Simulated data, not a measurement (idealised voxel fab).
voxel lift off: a process module
We display cut, a cross-section 200 nm in width whose square cells are each 5 nm.
Throughout this document, each cross-section is represented as a grid of square cells and is presented as a sequence of bands enumerated from the top downward, where a band comprises one or more rows of cells.
Band entry format. Leading values: height of top, height of bottom, nm. Remainder: materials in left-to-right order, each with its width in nm. Special words: "edge to edge" on a single material, which then fills the band edge to edge; "empty", empty space.
Counting heights begins at 0, where everything beneath is, in the wafer as received, one material. The lowest band has no bottom; it goes on downwards, as "0 -> down" shows.
Think of "30->40" as a width that walks from the first number to the second as you go down the band, top row to bottom row, taking equal-sized steps from row to row.
"no change" (step): cross-section cells unchanged, all of them.
"Tabulated closed voids": sealed empty spaces, 8 cells or more, no open way to top, listed width x height at distance, with distance from the left edge and width, height and distance in nm.
Step line, after settings: the simulator's comment on this step.
overlay nm: for a step with a mask, the amount by which the mask lay right of where it was planned; a negative amount means left of it.

[These are the steps we planned for the process]
1 RECEIVE with material Si
2 CONFORMAL_DEP with material SiN, thk nm 10
3 PATTERN with tone open, mask id LINES, material resist, width nm 15, pitch nm 40, thk nm 30, overlay nm 0
4 DIRECTIONAL_DEP with material Ru, thk nm 15
5 STRIP with etch materials resist
6 CONFORMAL_DEP with material SiO2, thk nm 10

[Cross-section of the incoming wafer, state after step 1]
* 0 -> down  Si edge to edge
* Tabulated closed voids: none

[Wafer cross-section at end of module: start and plan as shown above, one execution error]
* 25 -> 10  empty 70 / Ru 15 / empty 25 / Ru 15 / empty 75
* 10 -> 0  SiN edge to edge
* 0 -> down  Si edge to edge
* Tabulated closed voids: none
Finding, execution versus plan: yeah, step 6 of the plan got skipped, never ran
